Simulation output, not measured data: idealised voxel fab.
Presented below is a process module, voxel wiring stack.
Square cells of 5 nm make up the cross-section cut, whose width is 280 nm.
Bands, listed from the top down, are how a cross-section gets written in this document; the cross-section itself is a grid of square cells, and a band is one or more rows of them.
In this notation a band is specified by the heights of its top and bottom, in that order and in nm, after which its materials appear from left to right, each paired with its width in nm. The word "throughout" attached to a single material means that material fills the band from edge to edge; the word "blank" stands for empty space.
Heights from 0 (as-received wafer is one material below). Bottom band endless downward, as "from 0 down".
A width given as "30 to 40" starts at the first number in the band's top row and ends at the second number in its bottom row, shifting by an equal amount at every step from row to row.
Any step labelled "no alteration" changed none of the cells in the cross-section.
Entry "Enclosed internal cavities". Content: empty spaces with no open connection to the top, size 8 cells or greater. Each: width x height at distance. Distance: from left edge. Unit: nm.
The remark found on a step's line after its settings is issued by the simulator itself and pertains to that step.
overlay nm: step with mask; distance mask lay right of planned place; negative value = left of planned place.
Steps in the process plan
step 1: RECEIVE,material Si
step 2: CONFORMAL_DEP,material SiO2,thk nm 15
step 3: CONFORMAL_DEP,material SiN,thk nm 5
step 4: DIRECTIONAL_DEP,material lowk,thk nm 15
step 5: DIRECTIONAL_DEP,material aC,thk nm 15
step 6: PATTERN,tone open,mask id METAL_1,material resist,width nm 25,pitch nm 55,thk nm 35,overlay nm 0
step 7: DIRECTIONAL_ETCH,etch materials aC,depth nm 15
step 8: STRIP,etch materials resist
step 9: DIRECTIONAL_ETCH,etch materials lowk,depth nm 15
step 10: DIRECTIONAL_ETCH,etch materials SiN,depth nm 5
step 11: STRIP,etch materials aC
step 12: CONFORMAL_DEP,material TiN,thk nm 5
step 13: FILL_DEP,material Cu,thk nm 10
step 14: CMP,height nm 35
step 15: EPI,material Ru,thk nm 5
step 16: FILL_DEP,material SiCN,thk nm 5
step 17: DIRECTIONAL_DEP,material SiO2,thk nm 25
step 18: MASKED_ETCH,tone open,mask id METAL_2,width nm 25,pitch nm 55,etch materials SiO2,depth nm 15,overlay nm 0
step 19: PATTERN,tone open,mask id METAL_2_HOLES,material resist,width nm 15,thk nm 20,overlay nm 0
step 20: DIRECTIONAL_ETCH,etch materials SiO2,depth nm 10
step 21: DIRECTIONAL_ETCH,etch materials SiCN,depth nm 5
step 22: STRIP,etch materials resist
step 23: CONFORMAL_DEP,material TiN,thk nm 5
step 24: FILL_DEP,material Cu,thk nm 5
step 25: CMP,height nm 70
step 26: CONFORMAL_DEP,material SiCN,thk nm 5
step 27: DIRECTIONAL_DEP,material SiO2,thk nm 30
step 28: PATTERN,tone open,mask id METAL_3,material resist,width nm 25,pitch nm 55,thk nm 15,overlay nm 0
step 29: DIRECTIONAL_ETCH,etch materials SiO2,depth nm 15
step 30: STRIP,etch materials resist
step 31: PATTERN,tone open,mask id METAL_3_HOLES,material resist,width nm 15,pitch nm 55,thk nm 15,overlay nm 0
step 32: DIRECTIONAL_ETCH,etch materials SiO2,depth nm 15
step 33: DIRECTIONAL_ETCH,etch materials SiCN,depth nm 5
step 34: STRIP,etch materials resist
step 35: CONFORMAL_DEP,material TiN,thk nm 5
step 36: FILL_DEP,material Ru,thk nm 10
step 37: CMP,height nm 105
step 38: CONFORMAL_DEP,material SiCN,thk nm 5
The cross-section here shows the wafer as received, i.e. in its state after step 1
    from 0 down  Si throughout
    Enclosed internal cavities: none
Sectioned view, first of two wafers, at the close of the module, processed as intended in the plan
    from 110 to 105  SiCN throughout
    from 105 to 95  SiO2 100, TiN 5, Ru 15, TiN 5, SiO2 30, TiN 5, Ru 15, TiN 5, SiO2 100
    from 95 to 90  SiO2 100, TiN 5, Ru 5, TiN 15, SiO2 30, TiN 5, Ru 5, TiN 15, SiO2 100
    from 90 to 75  SiO2 100, TiN 5, Ru 5, TiN 5, SiO2 40, TiN 5, Ru 5, TiN 5, SiO2 110
    from 75 to 70  SiCN 100, TiN 15, SiCN 40, TiN 15, SiCN 110
    from 70 to 60  SiO2 100, TiN 5, Cu 15, TiN 5, SiO2 30, TiN 5, Cu 15, TiN 5, SiO2 100
    from 60 to 55  SiO2 100, TiN 5, Cu 5, TiN 15, SiO2 30, TiN 25, SiO2 100
    from 55 to 45  SiO2 100, TiN 5, Cu 5, TiN 5, SiO2 165
    from 45 to 40  SiCN 100, TiN 15, SiCN 165
    from 40 to 35  SiCN 95, Ru 35, SiCN 20, Ru 35, SiCN 95
    from 35 to 20  lowk 100, TiN 5, Cu 15, TiN 5, lowk 30, TiN 5, Cu 15, TiN 5, lowk 100
    from 20 to 15  SiN 100, TiN 25, SiN 30, TiN 25, SiN 100
    from 15 to 0  SiO2 throughout
    from 0 down  Si throughout
    Enclosed internal cavities: none
End-of-module cross-section of the second wafer: identical starting point and process plan to the first, with one processing mistake
    from 110 to 105  SiCN throughout
    from 105 to 95  SiO2 100, TiN 5, Ru 15, TiN 5, SiO2 30, TiN 5, Ru 15, TiN 5, SiO2 100
    from 95 to 90  SiO2 100, TiN 5, Ru 5, TiN 15, SiO2 30, TiN 5, Ru 5, TiN 15, SiO2 100
    from 90 to 75  SiO2 100, TiN 5, Ru 5, TiN 5, SiO2 40, TiN 5, Ru 5, TiN 5, SiO2 110
    from 75 to 70  SiCN 100, TiN 15, SiCN 40, TiN 15, SiCN 110
    from 70 to 65  Cu throughout
    from 65 to 60  TiN 105, Cu 15, TiN 40, Cu 15, TiN 105
    from 60 to 45  SiO2 100, TiN 5, Cu 15, TiN 5, SiO2 30, TiN 5, Cu 15, TiN 5, SiO2 100
    from 45 to 40  SiCN 100, TiN 25, SiCN 30, TiN 25, SiCN 100
    from 40 to 35  SiCN 95, Ru 35, SiCN 20, Ru 35, SiCN 95
    from 35 to 20  lowk 100, TiN 5, Cu 15, TiN 5, lowk 30, TiN 5, Cu 15, TiN 5, lowk 100
    from 20 to 15  SiN 100, TiN 25, SiN 30, TiN 25, SiN 100
    from 15 to 0  SiO2 throughout
    from 0 down  Si throughout
    Enclosed internal cavities: none
Error vs. plan: step 19 of the plan: omitted, not performed
Final comparison by cell count, materials where the second wafer has more or fewer than the first: +65 Cu, -7 SiCN, -106 SiO2, +48 TiN
